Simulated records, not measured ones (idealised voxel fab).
Documented hereafter: the process module known as voxel transistor to metal.
The figure presents cross-section cut, which has a width of 180 nm and is divided into square cells with an edge length of 5 nm.
When this document writes out a cross-section, it uses a grid of square cells and lists it as bands, beginning at the top and moving down, with a band standing for one or more rows of cells. What a band's entry tells you: where the top is and where the bottom is, as heights in nm, and after that what lies inside, material by material from left to right, each with its width in nm. Empty space is written as the word "blank", and a single material marked with the word "everywhere" occupies the band from edge to edge. Where do heights start? At 0: under that level the wafer as delivered is made of one material only. And the lowest band has no floor; it just carries on downward, as in "0 and below". A two-number width, for instance "30 to 40", indicates that the width is equal to the first number in the top row of the band and to the second number in the bottom row, and that it changes by a constant amount per row of cells. Step note "everything unchanged" = no cross-section cell changed. In "Internal closed voids" the enclosed voids are listed, meaning empty spaces of 8 cells or larger without any opening to the top. The form is width x height at distance, distance from the left edge, units nm. Formally, on a step line, whatever follows the settings is a remark that the simulator itself makes on the step. You can add "overlay nm" to a step's line. For a step with a mask, it describes how far the mask lay to the right of its planned position, and a negative number describes a lay to the left. Each pair below shows a cross-section before one step and the cross-section after it, down to the lowest band that changed. The line under each pair gives the step between them, with its settings. The pairs can come from different runs of this module on the same starting wafer, so a pair continues from the pair above only where its "Snapshot before" says so.

Snapshot before
    125 down to 115  40 nm aC, 15 nm blank, 65 nm aC, 15 nm blank, 45 nm aC
    115 down to 95  40 nm SiO2, 15 nm blank, 65 nm SiO2, 15 nm blank, 45 nm SiO2
    95 down to 80  SiO2 everywhere
    80 down to 75  SiCN everywhere
    75 down to 50  40 nm lowk, 5 nm TiN, 5 nm W, 5 nm TiN, 65 nm lowk, 5 nm TiN, 5 nm W, 5 nm TiN, 45 nm lowk
    50 down to 45  40 nm SiCN, 15 nm TiN, 65 nm SiCN, 15 nm TiN, 45 nm SiCN
    45 down to 35  40 nm SiO2, 5 nm TiN, 20 nm W, 5 nm TiN, 35 nm SiO2, 5 nm TiN, 20 nm W, 5 nm TiN, 45 nm SiO2
    35 down to 30  40 nm SiO2, 5 nm TiN, 15 nm W, 10 nm TiN, 35 nm SiO2, 10 nm TiN, 15 nm W, 5 nm TiN, 45 nm SiO2
    30 down to 20  40 nm SiO2, 5 nm TiN, 15 nm W, 5 nm TiN, 10 nm SiN, 25 nm SiCN, 10 nm SiN, 5 nm TiN, 15 nm W, 5 nm TiN, 45 nm SiO2
    20 down to 10  40 nm SiO2, 5 nm TiN, 15 nm W, 5 nm TiN, 10 nm SiN, 25 nm polySi, 10 nm SiN, 5 nm TiN, 15 nm W, 5 nm TiN, 45 nm SiO2
    10 down to 5  40 nm SiO2, 25 nm TiN, 10 nm SiN, 25 nm polySi, 10 nm SiN, 25 nm TiN, 45 nm SiO2
    5 down to 0  25 nm SiO2, 10 nm SiN, 10 nm nSi, 10 nm TiN, 10 nm nSi, 10 nm SiN, 25 nm polySi, 10 nm SiN, 20 nm nSi, 10 nm SiN, 40 nm SiO2
    0 down to -5  35 nm SiO2, 10 nm nSi, 10 nm TiN, 10 nm nSi, 45 nm SiO2, 20 nm nSi, 50 nm SiO2
    -5 down to -15  30 nm SiO2, 5 nm Si, 30 nm nSi, 45 nm Si, 20 nm nSi, 10 nm Si, 40 nm SiO2
    -15 down to -35  30 nm SiO2, 110 nm Si, 40 nm SiO2
    -35 and below  Si everywhere
    Internal closed voids: none

Section, Post-Step
    125 down to 115  40 nm aC, 15 nm blank, 65 nm aC, 15 nm blank, 45 nm aC
    115 down to 80  40 nm SiO2, 15 nm blank, 65 nm SiO2, 15 nm blank, 45 nm SiO2
    below 80: unchanged
    Internal closed voids: none
Step lying between the two cross-sections just above: DIRECTIONAL_ETCH (etch materials SiO2; depth nm 15)

Snapshot before: This step starts from the configuration shown after the step in the pair immediately above.

Section, Post-Step
    125 down to 115  40 nm aC, 15 nm blank, 65 nm aC, 15 nm blank, 45 nm aC
    115 down to 80  40 nm SiO2, 15 nm blank, 65 nm SiO2, 15 nm blank, 45 nm SiO2
    80 down to 75  40 nm SiCN, 15 nm blank, 65 nm SiCN, 15 nm blank, 45 nm SiCN
    below 75: unchanged
    Internal closed voids: none
Step lying between the two cross-sections just above: DIRECTIONAL_ETCH (etch materials SiCN; depth nm 5)

Snapshot before: This step starts from the configuration shown after the step in the pair immediately above.

Section, Post-Step
    115 down to 80  40 nm SiO2, 15 nm blank, 65 nm SiO2, 15 nm blank, 45 nm SiO2
    below 80: unchanged
    Internal closed voids: none
Step lying between the two cross-sections just above: STRIP (etch materials aC)

Snapshot before: This step starts from the configuration shown after the step in the pair immediately above.

Section, Post-Step
    120 down to 115  45 nm TiN, 5 nm blank, 75 nm TiN, 5 nm blank, 50 nm TiN
    115 down to 80  40 nm SiO2, 5 nm TiN, 5 nm blank, 5 nm TiN, 65 nm SiO2, 5 nm TiN, 5 nm blank, 5 nm TiN, 45 nm SiO2
    80 down to 75  40 nm SiCN, 15 nm TiN, 65 nm SiCN, 15 nm TiN, 45 nm SiCN
    below 75: unchanged
    Internal closed voids: none
Step lying between the two cross-sections just above: CONFORMAL_DEP (material TiN; thk nm 5)

Snapshot before: This step starts from the configuration shown after the step in the pair immediately above.

Section, Post-Step
    130 down to 120  Cu everywhere
    120 down to 115  45 nm TiN, 5 nm Cu, 75 nm TiN, 5 nm Cu, 50 nm TiN
    115 down to 80  40 nm SiO2, 5 nm TiN, 5 nm Cu, 5 nm TiN, 65 nm SiO2, 5 nm TiN, 5 nm Cu, 5 nm TiN, 45 nm SiO2
    below 80: unchanged
    Internal closed voids: none
Step lying between the two cross-sections just above: FILL_DEP (material Cu; thk nm 10)

Snapshot before: This step starts from the configuration shown after the step in the pair immediately above.

Section, Post-Step
    115 down to 80  40 nm SiO2, 5 nm TiN, 5 nm Cu, 5 nm TiN, 65 nm SiO2, 5 nm TiN, 5 nm Cu, 5 nm TiN, 45 nm SiO2
    below 80: unchanged
    Internal closed voids: none
Step lying between the two cross-sections just above: CMP (height nm 115)

Snapshot before: This step starts from the configuration shown after the step in the pair immediately above.

Section, Post-Step
    120 down to 115  SiCN everywhere
    below 115: unchanged
    Internal closed voids: none
Step lying between the two cross-sections just above: CONFORMAL_DEP (material SiCN; thk nm 5)

Snapshot before
    45 down to 35  40 nm SiO2, 5 nm TiN, 20 nm W, 5 nm TiN, 35 nm SiO2, 5 nm TiN, 20 nm W, 5 nm TiN, 45 nm SiO2
    35 down to 30  40 nm SiO2, 5 nm TiN, 15 nm W, 10 nm TiN, 35 nm SiO2, 10 nm TiN, 15 nm W, 5 nm TiN, 45 nm SiO2
    30 down to 20  40 nm SiO2, 5 nm TiN, 15 nm W, 5 nm TiN, 10 nm SiN, 25 nm SiCN, 10 nm SiN, 5 nm TiN, 15 nm W, 5 nm TiN, 45 nm SiO2
    20 down to 10  40 nm SiO2, 5 nm TiN, 15 nm W, 5 nm TiN, 10 nm SiN, 25 nm polySi, 10 nm SiN, 5 nm TiN, 15 nm W, 5 nm TiN, 45 nm SiO2
    10 down to 5  40 nm SiO2, 25 nm TiN, 10 nm SiN, 25 nm polySi, 10 nm SiN, 25 nm TiN, 45 nm SiO2
    5 down to 0  30 nm SiO2, 10 nm SiN, 10 nm nSi, 5 nm TiN, 10 nm nSi, 10 nm SiN, 25 nm polySi, 10 nm SiN, 10 nm nSi, 5 nm TiN, 10 nm nSi, 10 nm SiN, 35 nm SiO2
    0 down to -5  40 nm SiO2, 10 nm nSi, 5 nm TiN, 10 nm nSi, 45 nm SiO2, 10 nm nSi, 5 nm TiN, 10 nm nSi, 45 nm SiO2
    -5 down to -15  35 nm SiO2, 5 nm Si, 25 nm nSi, 45 nm Si, 25 nm nSi, 5 nm Si, 40 nm SiO2
    -15 down to -35  35 nm SiO2, 105 nm Si, 40 nm SiO2
    -35 and below  Si everywhere
    Internal closed voids: none

Section, Post-Step
    50 down to 45  lowk everywhere
    below 45: unchanged
    Internal closed voids: none
Step lying between the two cross-sections just above: CONFORMAL_DEP (material lowk; thk nm 5)

Snapshot before: This step starts from the configuration shown after the step in the pair immediately above.

Section, Post-Step
    75 down to 45  lowk everywhere
    below 45: unchanged
    Internal closed voids: none
Step lying between the two cross-sections just above: DIRECTIONAL_DEP (material lowk; thk nm 25)

Snapshot before: This step starts from the configuration shown after the step in the pair immediately above.

Section, Post-Step
    95 down to 75  40 nm resist, 15 nm blank, 65 nm resist, 15 nm blank, 45 nm resist
    below 75: unchanged
    Internal closed voids: none
Step lying between the two cross-sections just above: PATTERN (tone open; mask id METAL_1; material resist; width nm 15; pitch nm 80; thk nm 20; overlay nm 0)

Snapshot before: This step starts from the configuration shown after the step in the pair immediately above.

Section, Post-Step
    95 down to 75  40 nm resist, 15 nm blank, 65 nm resist, 15 nm blank, 45 nm resist
    75 down to 50  40 nm lowk, 15 nm blank, 65 nm lowk, 15 nm blank, 45 nm lowk
    below 50: unchanged
    Internal closed voids: none
Step lying between the two cross-sections just above: DIRECTIONAL_ETCH (etch materials lowk; depth nm 25)

Snapshot before: This step starts from the configuration shown after the step in the pair immediately above.

Section, Post-Step
    75 down to 50  40 nm lowk, 15 nm blank, 65 nm lowk, 15 nm blank, 45 nm lowk
    below 50: unchanged
    Internal closed voids: none
Step lying between the two cross-sections just above: STRIP (etch materials resist)

Snapshot before: This step starts from the configuration shown after the step in the pair immediately above.

Section, Post-Step
    80 down to 75  45 nm TiN, 5 nm blank, 75 nm TiN, 5 nm blank, 50 nm TiN
    75 down to 55  40 nm lowk, 5 nm TiN, 5 nm blank, 5 nm TiN, 65 nm lowk, 5 nm TiN, 5 nm blank, 5 nm TiN, 45 nm lowk
    55 down to 50  40 nm lowk, 15 nm TiN, 65 nm lowk, 15 nm TiN, 45 nm lowk
    below 50: unchanged
    Internal closed voids: none
Step lying between the two cross-sections just above: CONFORMAL_DEP (material TiN; thk nm 5)

Snapshot before: This step starts from the configuration shown after the step in the pair immediately above.

Section, Post-Step
    90 down to 80  W everywhere
    80 down to 75  45 nm TiN, 5 nm W, 75 nm TiN, 5 nm W, 50 nm TiN
    75 down to 55  40 nm lowk, 5 nm TiN, 5 nm W, 5 nm TiN, 65 nm lowk, 5 nm TiN, 5 nm W, 5 nm TiN, 45 nm lowk
    below 55: unchanged
    Internal closed voids: none
Step lying between the two cross-sections just above: FILL_DEP (material W; thk nm 10)

Snapshot before: This step starts from the configuration shown after the step in the pair immediately above.

Section, Post-Step
    75 down to 55  40 nm lowk, 5 nm TiN, 5 nm W, 5 nm TiN, 65 nm lowk, 5 nm TiN, 5 nm W, 5 nm TiN, 45 nm lowk
    below 55: unchanged
    Internal closed voids: none
Step lying between the two cross-sections just above: CMP (height nm 75)

Snapshot before: This step starts from the configuration shown after the step in the pair immediately above.

Section, Post-Step
    80 down to 75  SiCN everywhere
    below 75: unchanged
    Internal closed voids: none
Step lying between the two cross-sections just above: CONFORMAL_DEP (material SiCN; thk nm 5)

Snapshot before: This step starts from the configuration shown after the step in the pair immediately above.

Section, Post-Step
    115 down to 80  SiO2 everywhere
    below 80: unchanged
    Internal closed voids: none
Step lying between the two cross-sections just above: DIRECTIONAL_DEP (material SiO2; thk nm 35)

Snapshot before: This step starts from the configuration shown after the step in the pair immediately above.

Section, Post-Step
    115 down to 95  40 nm SiO2, 15 nm blank, 65 nm SiO2, 15 nm blank, 45 nm SiO2
    below 95: unchanged
    Internal closed voids: none
Step lying between the two cross-sections just above: MASKED_ETCH (tone open; mask id METAL_2; width nm 15; pitch nm 80; etch materials SiO2; depth nm 20; overlay nm 0)

Snapshot before: This step starts from the configuration shown after the step in the pair immediately above.

Section, Post-Step
    125 down to 115  40 nm aC, 15 nm blank, 65 nm aC, 15 nm blank, 45 nm aC
    115 down to 105  40 nm SiO2, 15 nm blank, 65 nm SiO2, 15 nm blank, 45 nm SiO2
    105 down to 95  40 nm SiO2, 15 nm aC, 65 nm SiO2, 15 nm aC, 45 nm SiO2
    below 95: unchanged
    Internal closed voids: none
Step lying between the two cross-sections just above: DIRECTIONAL_DEP (material aC; thk nm 10)

Snapshot before: This step starts from the configuration shown after the step in the pair immediately above.

Section, Post-Step
    150 down to 125  40 nm resist, 15 nm blank, 65 nm resist, 15 nm blank, 45 nm resist
    below 125: unchanged
    Internal closed voids: none
Step lying between the two cross-sections just above: PATTERN (tone open; mask id METAL_2_HOLES; material resist; width nm 15; pitch nm 80; thk nm 25; overlay nm 0)

Snapshot before: This step starts from the configuration shown after the step in the pair immediately above.

Section, Post-Step
    140 down to 125  40 nm resist, 15 nm blank, 65 nm resist, 15 nm blank, 45 nm resist
    125 down to 115  40 nm aC, 15 nm blank, 65 nm aC, 15 nm blank, 45 nm aC
    115 down to 95  40 nm SiO2, 15 nm blank, 65 nm SiO2, 15 nm blank, 45 nm SiO2
    below 95: unchanged
    Internal closed voids: none
Step lying between the two cross-sections just above: DIRECTIONAL_ETCH (etch materials aC; depth nm 10)

Snapshot before: This step starts from the configuration shown after the step in the pair immediately above.

Section, Post-Step
    125 down to 115  40 nm aC, 15 nm blank, 65 nm aC, 15 nm blank, 45 nm aC
    below 115: unchanged
    Internal closed voids: none
Step lying between the two cross-sections just above: STRIP (etch materials resist)

Snapshot before: This step starts from the configuration shown after the step in the pair immediately above.

Section, Post-Step
    125 down to 115  40 nm aC, 15 nm blank, 65 nm aC, 15 nm blank, 45 nm aC
    115 down to 80  40 nm SiO2, 15 nm blank, 65 nm SiO2, 15 nm blank, 45 nm SiO2
    below 80: unchanged
    Internal closed voids: none
Step lying between the two cross-sections just above: DIRECTIONAL_ETCH (etch materials SiO2; depth nm 15)

Snapshot before: This step starts from the configuration shown after the step in the pair immediately above.

Section, Post-Step
    125 down to 115  40 nm aC, 15 nm blank, 65 nm aC, 15 nm blank, 45 nm aC
    115 down to 80  40 nm SiO2, 15 nm blank, 65 nm SiO2, 15 nm blank, 45 nm SiO2
    80 down to 75  40 nm SiCN, 15 nm blank, 65 nm SiCN, 15 nm blank, 45 nm SiCN
    below 75: unchanged
    Internal closed voids: none
Step lying between the two cross-sections just above: DIRECTIONAL_ETCH (etch materials SiCN; depth nm 5)

Snapshot before: This step starts from the configuration shown after the step in the pair immediately above.

Section, Post-Step
    115 down to 80  40 nm SiO2, 15 nm blank, 65 nm SiO2, 15 nm blank, 45 nm SiO2
    below 80: unchanged
    Internal closed voids: none
Step lying between the two cross-sections just above: STRIP (etch materials aC)

Snapshot before: This step starts from the configuration shown after the step in the pair immediately above.

Section, Post-Step
    120 down to 115  45 nm TiN, 5 nm blank, 75 nm TiN, 5 nm blank, 50 nm TiN
    115 down to 80  40 nm SiO2, 5 nm TiN, 5 nm blank, 5 nm TiN, 65 nm SiO2, 5 nm TiN, 5 nm blank, 5 nm TiN, 45 nm SiO2
    80 down to 75  40 nm SiCN, 15 nm TiN, 65 nm SiCN, 15 nm TiN, 45 nm SiCN
    below 75: unchanged
    Internal closed voids: none
Step lying between the two cross-sections just above: CONFORMAL_DEP (material TiN; thk nm 5)

Snapshot before: This step starts from the configuration shown after the step in the pair immediately above.

Section, Post-Step
    130 down to 120  Cu everywhere
    120 down to 115  45 nm TiN, 5 nm Cu, 75 nm TiN, 5 nm Cu, 50 nm TiN
    115 down to 80  40 nm SiO2, 5 nm TiN, 5 nm Cu, 5 nm TiN, 65 nm SiO2, 5 nm TiN, 5 nm Cu, 5 nm TiN, 45 nm SiO2
    below 80: unchanged
    Internal closed voids: none
Step lying between the two cross-sections just above: FILL_DEP (material Cu; thk nm 10)

Snapshot before: This step starts from the configuration shown after the step in the pair immediately above.

Section, Post-Step
    115 down to 80  40 nm SiO2, 5 nm TiN, 5 nm Cu, 5 nm TiN, 65 nm SiO2, 5 nm TiN, 5 nm Cu, 5 nm TiN, 45 nm SiO2
    below 80: unchanged
    Internal closed voids: none
Step lying between the two cross-sections just above: CMP (height nm 115)

Snapshot before: This step starts from the configuration shown after the step in the pair immediately above.

Section, Post-Step
    120 down to 115  SiCN everywhere
    below 115: unchanged
    Internal closed voids: none
Step lying between the two cross-sections just above: CONFORMAL_DEP (material SiCN; thk nm 5)

Snapshot before
    15 down to 5  SiN everywhere
    5 down to 0  SiO2 everywhere
    0 and below  Si everywhere
    Internal closed voids: none

Section, Post-Step
    15 down to 5  35 nm SiN, 105 nm blank, 40 nm SiN
    below 5: unchanged
    Internal closed voids: none
Step lying between the two cross-sections just above: MASKED_ETCH (tone open; mask id ACTIVE; width nm 105; etch materials SiN; depth nm 10; overlay nm 0)

Snapshot before: This step starts from the configuration shown after the step in the pair immediately above.

Section, Post-Step
    30 down to 15  SiO2 everywhere
    15 down to 5  35 nm SiN, 105 nm SiO2, 40 nm SiN
    below 5: unchanged
    Internal closed voids: none
Step lying between the two cross-sections just above: FILL_DEP (material SiO2; thk nm 15)

Snapshot before: This step starts from the configuration shown after the step in the pair immediately above.

Section, Post-Step
    15 down to 5  35 nm SiN, 105 nm SiO2, 40 nm SiN
    below 5: unchanged
    Internal closed voids: none
Step lying between the two cross-sections just above: CMP (height nm 15)

Snapshot before: This step starts from the configuration shown after the step in the pair immediately above.

Section, Post-Step
    15 down to 10  35 nm SiN, 105 nm blank, 40 nm SiN
    below 10: unchanged
    Internal closed voids: none
Step lying between the two cross-sections just above: SELECTIVE_ETCH (etch materials SiO2; depth nm 5)

Snapshot before: This step starts from the configuration shown after the step in the pair immediately above.

Section, Post-Step
    10 down to 5  35 nm blank, 105 nm SiO2, 40 nm blank
    below 5: unchanged
    Internal closed voids: none
Step lying between the two cross-sections just above: STRIP (etch materials SiN)

Snapshot before: This step starts from the configuration shown after the step in the pair immediately above.

Section, Post-Step
    5 down to 0  40 nm blank, 95 nm SiO2, 45 nm blank
    below 0: unchanged
    Internal closed voids: none
Step lying between the two cross-sections just above: SELECTIVE_ETCH (etch materials SiO2; depth nm 5)

Snapshot before: This step starts from the configuration shown after the step in the pair immediately above.

Section, Post-Step
    5 down to 0  40 nm blank, 95 nm SiO2, 45 nm blank
    0 down to -5  45 nm SiO2, 85 nm Si, 50 nm SiO2
    below -5: unchanged
    Internal closed voids: none
Step lying between the two cross-sections just above: OXIDIZE (depth nm 5)

Snapshot before: This step starts from the configuration shown after the step in the pair immediately above.

Section, Post-Step
    25 down to 20  40 nm blank, 95 nm polySi, 45 nm blank
    20 down to 5  polySi everywhere
    5 down to 0  40 nm polySi, 95 nm SiO2, 45 nm polySi
    below 0: unchanged
    Internal closed voids: none
Step lying between the two cross-sections just above: DIRECTIONAL_DEP (material polySi; thk nm 20)

Snapshot before: This step starts from the configuration shown after the step in the pair immediately above.

Section, Post-Step
    35 down to 30  40 nm blank, 95 nm SiCN, 45 nm blank
    30 down to 25  SiCN everywhere
    25 down to 20  40 nm SiCN, 95 nm polySi, 45 nm SiCN
    below 20: unchanged
    Internal closed voids: none
Step lying between the two cross-sections just above: DIRECTIONAL_DEP (material SiCN; thk nm 10)

Snapshot before: This step starts from the configuration shown after the step in the pair immediately above.

Section, Post-Step
    35 down to 25  75 nm blank, 25 nm SiCN, 80 nm blank
    25 down to 20  40 nm blank, 95 nm polySi, 45 nm blank
    below 20: unchanged
    Internal closed voids: none
Step lying between the two cross-sections just above: MASKED_ETCH (tone cover; mask id GATE; width nm 25; etch materials SiCN; depth nm 20; overlay nm 0)

Snapshot before: This step starts from the configuration shown after the step in the pair immediately above.

Section, Post-Step
    35 down to 25  75 nm blank, 25 nm SiCN, 80 nm blank
    25 down to 5  75 nm blank, 25 nm polySi, 80 nm blank
    5 down to 0  40 nm blank, 95 nm SiO2, 45 nm blank
    below 0: unchanged
    Internal closed voids: none
Step lying between the two cross-sections just above: MASKED_ETCH (tone cover; mask id GATE; width nm 25; etch materials polySi; depth nm 30; overlay nm 0)

Snapshot before: This step starts from the configuration shown after the step in the pair immediately above.

Section, Post-Step
    45 down to 35  65 nm blank, 45 nm SiN, 70 nm blank
    35 down to 25  65 nm blank, 10 nm SiN, 25 nm SiCN, 10 nm SiN, 70 nm blank
    25 down to 15  65 nm blank, 10 nm SiN, 25 nm polySi, 10 nm SiN, 70 nm blank
    15 down to 10  30 nm blank, 45 nm SiN, 25 nm polySi, 45 nm SiN, 35 nm blank
    10 down to 5  75 nm SiN, 25 nm polySi, 80 nm SiN
    5 down to 0  40 nm SiN, 95 nm SiO2, 45 nm SiN
    below 0: unchanged
    Internal closed voids: none
Step lying between the two cross-sections just above: CONFORMAL_DEP (material SiN; thk nm 10)

Snapshot before: This step starts from the configuration shown after the step in the pair immediately above.

Section, Post-Step
    35 down to 25  65 nm blank, 10 nm SiN, 25 nm SiCN, 10 nm SiN, 70 nm blank
    25 down to 5  65 nm blank, 10 nm SiN, 25 nm polySi, 10 nm SiN, 70 nm blank
    5 down to 0  30 nm blank, 10 nm SiN, 95 nm SiO2, 10 nm SiN, 35 nm blank
    below 0: unchanged
    Internal closed voids: none
Step lying between the two cross-sections just above: DIRECTIONAL_ETCH (etch materials SiN; depth nm 10)

Snapshot before: This step starts from the configuration shown after the step in the pair immediately above.

Section, Post-Step
    35 down to 25  65 nm blank, 10 nm SiN, 25 nm SiCN, 10 nm SiN, 70 nm blank
    25 down to 5  65 nm blank, 10 nm SiN, 25 nm polySi, 10 nm SiN, 70 nm blank
    5 down to 0  30 nm blank, 10 nm SiN, 25 nm blank, 45 nm SiO2, 25 nm blank, 10 nm SiN, 35 nm blank
    0 down to -5  30 nm blank, 15 nm SiO2, 85 nm Si, 15 nm SiO2, 35 nm blank
    below -5: unchanged
    Internal closed voids: none
Step lying between the two cross-sections just above: DIRECTIONAL_ETCH (etch materials SiO2; depth nm 5)

Snapshot before: This step starts from the configuration shown after the step in the pair immediately above.

Section, Post-Step
    35 down to 25  65 nm blank, 10 nm SiN, 25 nm SiCN, 10 nm SiN, 70 nm blank
    25 down to 5  65 nm blank, 10 nm SiN, 25 nm polySi, 10 nm SiN, 70 nm blank
    5 down to 0  30 nm blank, 10 nm SiN, 25 nm blank, 45 nm SiO2, 25 nm blank, 10 nm SiN, 35 nm blank
    0 down to -5  30 nm blank, 15 nm SiO2, 20 nm blank, 45 nm Si, 20 nm blank, 15 nm SiO2, 35 nm blank
    -5 down to -10  30 nm blank, 15 nm Si, 20 nm blank, 45 nm Si, 20 nm blank, 15 nm Si, 35 nm blank
    -10 down to -15  30 nm blank, 115 nm Si, 35 nm blank
    below -15: unchanged
    Internal closed voids: none
Step lying between the two cross-sections just above: DIRECTIONAL_ETCH (etch materials Si; depth nm 10)

Snapshot before: This step starts from the configuration shown after the step in the pair immediately above.

Section, Post-Step
    35 down to 25  65 nm blank, 10 nm SiN, 25 nm SiCN, 10 nm SiN, 70 nm blank
    25 down to 10  65 nm blank, 10 nm SiN, 25 nm polySi, 10 nm SiN, 70 nm blank
    10 down to 5  55 nm blank, 10 nm nSi, 10 nm SiN, 25 nm polySi, 10 nm SiN, 10 nm nSi, 60 nm blank
    5 down to 0  20 nm blank, 10 nm nSi, 10 nm SiN, 25 nm nSi, 45 nm SiO2, 25 nm nSi, 10 nm SiN, 10 nm nSi, 25 nm blank
    0 down to -5  20 nm blank, 10 nm nSi, 15 nm SiO2, 20 nm nSi, 45 nm Si, 20 nm nSi, 15 nm SiO2, 10 nm nSi, 25 nm blank
    -5 down to -10  30 nm nSi, 15 nm Si, 20 nm nSi, 45 nm Si, 20 nm nSi, 15 nm Si, 35 nm nSi
    -10 down to -15  30 nm nSi, 115 nm Si, 35 nm nSi
    below -15: unchanged
    Internal closed voids: none
Step lying between the two cross-sections just above: EPI (material nSi; thk nm 10)

Snapshot before: This step starts from the configuration shown after the step in the pair immediately above.

Section, Post-Step
    40 down to 35  SiO2 everywhere
    35 down to 25  65 nm SiO2, 10 nm SiN, 25 nm SiCN, 10 nm SiN, 70 nm SiO2
    25 down to 10  65 nm SiO2, 10 nm SiN, 25 nm polySi, 10 nm SiN, 70 nm SiO2
    10 down to 5  55 nm SiO2, 10 nm nSi, 10 nm SiN, 25 nm polySi, 10 nm SiN, 10 nm nSi, 60 nm SiO2
    5 down to 0  20 nm SiO2, 10 nm nSi, 10 nm SiN, 25 nm nSi, 45 nm SiO2, 25 nm nSi, 10 nm SiN, 10 nm nSi, 25 nm SiO2
    0 down to -5  20 nm SiO2, 10 nm nSi, 15 nm SiO2, 20 nm nSi, 45 nm Si, 20 nm nSi, 15 nm SiO2, 10 nm nSi, 25 nm SiO2
    below -5: unchanged
    Internal closed voids: none
Step lying between the two cross-sections just above: FILL_DEP (material SiO2; thk nm 5)

Snapshot before: This step starts from the configuration shown after the step in the pair immediately above.

Section, Post-Step
    30 down to 25  65 nm SiO2, 10 nm SiN, 25 nm SiCN, 10 nm SiN, 70 nm SiO2
    below 25: unchanged
    Internal closed voids: none
Step lying between the two cross-sections just above: CMP (height nm 30)

Snapshot before: This step starts from the configuration shown after the step in the pair immediately above.

Section, Post-Step
    45 down to 30  SiO2 everywhere
    below 30: unchanged
    Internal closed voids: none
Step lying between the two cross-sections just above: DIRECTIONAL_DEP (material SiO2; thk nm 15)

Snapshot before: This step starts from the configuration shown after the step in the pair immediately above.

Section, Post-Step
    60 down to 45  40 nm resist, 30 nm blank, 35 nm resist, 30 nm blank, 45 nm resist
    below 45: unchanged
    Internal closed voids: none
Step lying between the two cross-sections just above: PATTERN (tone open; mask id CONTACT; material resist; width nm 30; pitch nm 65; thk nm 15; overlay nm 0)

Snapshot before: This step starts from the configuration shown after the step in the pair immediately above.

Section, Post-Step
    60 down to 45  40 nm resist, 30 nm blank, 35 nm resist, 30 nm blank, 45 nm resist
    45 down to 30  40 nm SiO2, 30 nm blank, 35 nm SiO2, 30 nm blank, 45 nm SiO2
    30 down to 25  40 nm SiO2, 25 nm blank, 10 nm SiN, 25 nm SiCN, 10 nm SiN, 25 nm blank, 45 nm SiO2
    25 down to 10  40 nm SiO2, 25 nm blank, 10 nm SiN, 25 nm polySi, 10 nm SiN, 25 nm blank, 45 nm SiO2
    10 down to 5  40 nm SiO2, 15 nm blank, 10 nm nSi, 10 nm SiN, 25 nm polySi, 10 nm SiN, 10 nm nSi, 15 nm blank, 45 nm SiO2
    below 5: unchanged
    Internal closed voids: none
Step lying between the two cross-sections just above: DIRECTIONAL_ETCH (etch materials SiO2; depth nm 50)

Snapshot before: This step starts from the configuration shown after the step in the pair immediately above.

Section, Post-Step
    45 down to 30  40 nm SiO2, 30 nm blank, 35 nm SiO2, 30 nm blank, 45 nm SiO2
    below 30: unchanged
    Internal closed voids: none
Step lying between the two cross-sections just above: STRIP (etch materials resist)

Snapshot before: This step starts from the configuration shown after the step in the pair immediately above.

Section, Post-Step
    50 down to 45  45 nm TiN, 20 nm blank, 45 nm TiN, 20 nm blank, 50 nm TiN
    45 down to 35  40 nm SiO2, 5 nm TiN, 20 nm blank, 5 nm TiN, 35 nm SiO2, 5 nm TiN, 20 nm blank, 5 nm TiN, 45 nm SiO2
    35 down to 30  40 nm SiO2, 5 nm TiN, 15 nm blank, 10 nm TiN, 35 nm SiO2, 10 nm TiN, 15 nm blank, 5 nm TiN, 45 nm SiO2
    30 down to 25  40 nm SiO2, 5 nm TiN, 15 nm blank, 5 nm TiN, 10 nm SiN, 25 nm SiCN, 10 nm SiN, 5 nm TiN, 15 nm blank, 5 nm TiN, 45 nm SiO2
    25 down to 15  40 nm SiO2, 5 nm TiN, 15 nm blank, 5 nm TiN, 10 nm SiN, 25 nm polySi, 10 nm SiN, 5 nm TiN, 15 nm blank, 5 nm TiN, 45 nm SiO2
    15 down to 10  40 nm SiO2, 5 nm TiN, 5 nm blank, 15 nm TiN, 10 nm SiN, 25 nm polySi, 10 nm SiN, 15 nm TiN, 5 nm blank, 5 nm TiN, 45 nm SiO2
    10 down to 5  40 nm SiO2, 15 nm TiN, 10 nm nSi, 10 nm SiN, 25 nm polySi, 10 nm SiN, 10 nm nSi, 15 nm TiN, 45 nm SiO2
    below 5: unchanged
    Internal closed voids: none
Step lying between the two cross-sections just above: CONFORMAL_DEP (material TiN; thk nm 5)

Snapshot before: This step starts from the configuration shown after the step in the pair immediately above.

Section, Post-Step
    55 down to 50  W everywhere
    50 down to 45  45 nm TiN, 20 nm W, 45 nm TiN, 20 nm W, 50 nm TiN
    45 down to 35  40 nm SiO2, 5 nm TiN, 20 nm W, 5 nm TiN, 35 nm SiO2, 5 nm TiN, 20 nm W, 5 nm TiN, 45 nm SiO2
    35 down to 30  40 nm SiO2, 5 nm TiN, 15 nm W, 10 nm TiN, 35 nm SiO2, 10 nm TiN, 15 nm W, 5 nm TiN, 45 nm SiO2
    30 down to 25  40 nm SiO2, 5 nm TiN, 15 nm W, 5 nm TiN, 10 nm SiN, 25 nm SiCN, 10 nm SiN, 5 nm TiN, 15 nm W, 5 nm TiN, 45 nm SiO2
    25 down to 15  40 nm SiO2, 5 nm TiN, 15 nm W, 5 nm TiN, 10 nm SiN, 25 nm polySi, 10 nm SiN, 5 nm TiN, 15 nm W, 5 nm TiN, 45 nm SiO2
    15 down to 10  40 nm SiO2, 5 nm TiN, 5 nm W, 15 nm TiN, 10 nm SiN, 25 nm polySi, 10 nm SiN, 15 nm TiN, 5 nm W, 5 nm TiN, 45 nm SiO2
    below 10: unchanged
    Internal closed voids: none
Step lying between the two cross-sections just above: FILL_DEP (material W; thk nm 5)

Snapshot before: This step starts from the configuration shown after the step in the pair immediately above.

Section, Post-Step
    45 down to 35  40 nm SiO2, 5 nm TiN, 20 nm W, 5 nm TiN, 35 nm SiO2, 5 nm TiN, 20 nm W, 5 nm TiN, 45 nm SiO2
    below 35: unchanged
    Internal closed voids: none
Step lying between the two cross-sections just above: CMP (height nm 45)

Snapshot before: This step starts from the configuration shown after the step in the pair immediately above.

Section, Post-Step
    50 down to 45  SiCN everywhere
    below 45: unchanged
    Internal closed voids: none
Step lying between the two cross-sections just above: CONFORMAL_DEP (material SiCN; thk nm 5)

Snapshot before: This step starts from the configuration shown after the step in the pair immediately above.

Section, Post-Step
    75 down to 50  lowk everywhere
    below 50: unchanged
    Internal closed voids: none
Step lying between the two cross-sections just above: DIRECTIONAL_DEP (material lowk; thk nm 25)
